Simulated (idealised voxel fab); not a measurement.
Name of the process module below: voxel transistor to metal
For reference, the cross-section in this document is cut, with width 155 nm and square cells of 5 nm.
In what follows, cross-sections appear as grids of square cells, described through bands that run from the top down, where every band is one or more rows of cells. Read a band's entry like this: the first values are the height of its top and the height of its bottom in nm, and what follows is the sequence of materials from left to right, each with its width in nm. Note that "air" is empty space, and that a single material marked "throughout" reaches across the band from edge to edge. Convention: height 0 is the level below which the wafer, as received, is all one material. The lowest band does not terminate at the bottom but continues downward, represented as "from 0 down". The expression "30->40" gives the width at the extremes of the band, the first number at its top row of cells and the second at its bottom row, with the width changing by equal amounts from each row to the next in between. Where a step carries "same as before", the cross-section came out of it unchanged, cell for cell. "Entrapped voids" specifies each empty space that is not open to the top and that occupies no fewer than 8 cells, using the form width x height at distance, the distance measured from the left edge and all three quantities in nm. On each step's line, the part that comes after the settings is the simulator's own comment on the step. overlay nm: mask offset rightward from planned place, masked step; negative means leftward offset.
PROCESS STEPS - PLAN
1 RECEIVE (material Si)
2 OXIDIZE (depth nm 5)
3 CONFORMAL_DEP (material SiN; thk nm 15)
4 DIRECTIONAL_DEP (material aC; thk nm 15)
5 PATTERN (tone cover; mask id ACTIVE; material resist; width nm 120; thk nm 30; overlay nm 0)
6 DIRECTIONAL_ETCH (etch materials aC; depth nm 15)
7 STRIP (etch materials resist)
8 DIRECTIONAL_ETCH (etch materials SiN; depth nm 15)
9 DIRECTIONAL_ETCH (etch materials SiO2; depth nm 5)
10 DIRECTIONAL_ETCH (etch materials Si; depth nm 35)
11 STRIP (etch materials aC)
12 FILL_DEP (material SiO2; thk nm 15)
13 CMP (height nm 15)
14 SELECTIVE_ETCH (etch materials SiO2; depth nm 5)
15 STRIP (etch materials SiN)
16 SELECTIVE_ETCH (etch materials SiO2; depth nm 5)
17 OXIDIZE (depth nm 5)
18 DIRECTIONAL_DEP (material polySi; thk nm 20)
19 DIRECTIONAL_DEP (material SiCN; thk nm 10)
20 MASKED_ETCH (tone cover; mask id GATE; width nm 30; etch materials SiCN; depth nm 20; overlay nm 0)
21 MASKED_ETCH (tone cover; mask id GATE; width nm 30; etch materials polySi; depth nm 30; overlay nm 0)
22 CONFORMAL_DEP (material SiO2; thk nm 5)
23 DIRECTIONAL_ETCH (etch materials SiO2; depth nm 5)
24 CONFORMAL_DEP (material SiN; thk nm 10)
25 DIRECTIONAL_ETCH (etch materials SiN; depth nm 10)
26 DIRECTIONAL_ETCH (etch materials SiO2; depth nm 5)
27 DIRECTIONAL_ETCH (etch materials Si; depth nm 15)
28 EPI (material SiGe; thk nm 15)
29 FILL_DEP (material SiO2; thk nm 10)
30 CMP (height nm 5)
31 STRIP (etch materials polySi)
32 SELECTIVE_ETCH (etch materials SiO2; depth nm 5)
33 CONFORMAL_DEP (material HfO2; thk nm 5)
34 CONFORMAL_DEP (material TiN; thk nm 5)
35 FILL_DEP (material W; thk nm 10)
36 CMP (height nm 10)
37 DIRECTIONAL_DEP (material SiO2; thk nm 15)
38 DIRECTIONAL_DEP (material aC; thk nm 15)
39 PATTERN (tone open; mask id CONTACT; material resist; width nm 20; pitch nm 80; thk nm 30; overlay nm 0)
40 DIRECTIONAL_ETCH (etch materials aC; depth nm 15)
41 STRIP (etch materials resist)
42 DIRECTIONAL_ETCH (etch materials SiO2; depth nm 20)
43 STRIP (etch materials aC)
44 CONFORMAL_DEP (material TiN; thk nm 5)
45 FILL_DEP (material W; thk nm 5)
46 CMP (height nm 25)
47 DIRECTIONAL_DEP (material TiN; thk nm 5)
48 DIRECTIONAL_DEP (material W; thk nm 15)
49 MASKED_ETCH (tone cover; mask id METAL_1; width nm 20; pitch nm 80; etch materials W; depth nm 15; overlay nm 0)
50 MASKED_ETCH (tone cover; mask id METAL_1; width nm 20; pitch nm 80; etch materials TiN; depth nm 5; overlay nm 0)
51 FILL_DEP (material SiO2; thk nm 5)
52 CMP (height nm 45)
53 CONFORMAL_DEP (material SiCN; thk nm 5)
The plan's step 30 height nm is the first wafer's value; the wafers differ in this setting and start identical.
CROSS-SECTION OF THE FIRST INCOMING WAFER OF SEVERAL, STATE AFTER STEP 1
from 0 down  Si throughout
Entrapped voids: none
FIRST OF SEVERAL WAFERS: CROSS-SECTION AT THE END OF THE MODULE, AFTER STEP 53, ITS LAST STEP
from 50 to 45  SiCN throughout
from 45 to 30  SiO2 25 nm, W 20 nm, SiO2 60 nm, W 20 nm, SiO2 30 nm
from 30 to 25  SiO2 25 nm, TiN 20 nm, SiO2 60 nm, TiN 20 nm, SiO2 30 nm
from 25 to 15  SiO2 25 nm, TiN 5 nm, W 10 nm, TiN 5 nm, SiO2 60 nm, TiN 5 nm, W 10 nm, TiN 5 nm, SiO2 30 nm
from 15 to 10  SiO2 25 nm, TiN 20 nm, SiO2 60 nm, TiN 20 nm, SiO2 30 nm
from 10 to 5  TiN 10 nm, HfO2 50 nm, TiN 5 nm, W 20 nm, TiN 5 nm, HfO2 50 nm, TiN 15 nm
from 5 to 0  HfO2 15 nm, SiN 10 nm, SiGe 20 nm, SiN 10 nm, HfO2 5 nm, TiN 5 nm, W 20 nm, TiN 5 nm, HfO2 5 nm, SiN 10 nm, SiGe 20 nm, SiN 10 nm, HfO2 20 nm
from 0 to -5  SiO2 15 nm, SiN 10 nm, SiGe 20 nm, SiN 10 nm, HfO2 5 nm, TiN 30 nm, HfO2 5 nm, SiN 10 nm, SiGe 20 nm, SiN 10 nm, SiO2 20 nm
from -5 to -10  SiO2 25 nm, SiGe 20 nm, SiO2 10 nm, HfO2 40 nm, SiO2 10 nm, SiGe 20 nm, SiO2 30 nm
from -10 to -25  SiO2 15 nm, Si 10 nm, SiGe 20 nm, Si 60 nm, SiGe 20 nm, Si 10 nm, SiO2 20 nm
from -25 to -40  SiO2 15 nm, Si 120 nm, SiO2 20 nm
from -40 down  Si throughout
Entrapped voids: none
HERE'S THE LAST WAFER CROSS-SECTIONED AT THE END OF THE MODULE
from 50 to 45  SiCN throughout
from 45 to 30  SiO2 25 nm, W 20 nm, SiO2 60 nm, W 20 nm, SiO2 30 nm
from 30 to 25  SiO2 25 nm, TiN 20 nm, SiO2 60 nm, TiN 20 nm, SiO2 30 nm
from 25 to 10  SiO2 25 nm, TiN 5 nm, W 10 nm, TiN 5 nm, SiO2 60 nm, TiN 5 nm, W 10 nm, TiN 5 nm, SiO2 30 nm
from 10 to 5  SiO2 25 nm, TiN 20 nm, SiN 10 nm, SiO2 5 nm, polySi 30 nm, SiO2 5 nm, SiN 10 nm, TiN 20 nm, SiO2 30 nm
from 5 to -5  SiO2 15 nm, SiN 10 nm, SiGe 20 nm, SiN 10 nm, SiO2 5 nm, polySi 30 nm, SiO2 5 nm, SiN 10 nm, SiGe 20 nm, SiN 10 nm, SiO2 20 nm
from -5 to -10  SiO2 25 nm, SiGe 20 nm, SiO2 60 nm, SiGe 20 nm, SiO2 30 nm
from -10 to -25  SiO2 15 nm, Si 10 nm, SiGe 20 nm, Si 60 nm, SiGe 20 nm, Si 10 nm, SiO2 20 nm
from -25 to -40  SiO2 15 nm, Si 120 nm, SiO2 20 nm
from -40 down  Si throughout
Entrapped voids: none
NOTE: THE FOLLOWING TABLE IS ARRANGED BY WAFER, A ROW APIECE. EACH ROW REPORTS THE END-OF-MODULE STATE: PER MATERIAL, CELLS GAINED (+) OR CELLS LOST (-) COMPARED WITH THE WAFER AS RECEIVED; CLOSED VOIDS FOLLOW
height nm 5, +39 HfO2, -128 Si, +31 SiCN, +48 SiGe, +16 SiN, +225 SiO2, +39 TiN, +40 W, Entrapped voids: none
height nm 10, +33 HfO2, -128 Si, +31 SiCN, +48 SiGe, +20 SiN, +232 SiO2, +34 TiN, +40 W, Entrapped voids: none
height nm 15, +14 HfO2, -128 Si, +31 SiCN, +48 SiGe, +20 SiN, +243 SiO2, +38 TiN, +44 W, Entrapped voids: none
height nm 20, -128 Si, +31 SiCN, +48 SiGe, +20 SiN, +257 SiO2, +28 TiN, +36 W, +18 polySi, Entrapped voids: none
height nm 25, -128 Si, +31 SiCN, +48 SiGe, +20 SiN, +257 SiO2, +28 TiN, +36 W, +18 polySi, Entrapped voids: none
height nm 30, -128 Si, +31 SiCN, +48 SiGe, +20 SiN, +257 SiO2, +28 TiN, +36 W, +18 polySi, Entrapped voids: none
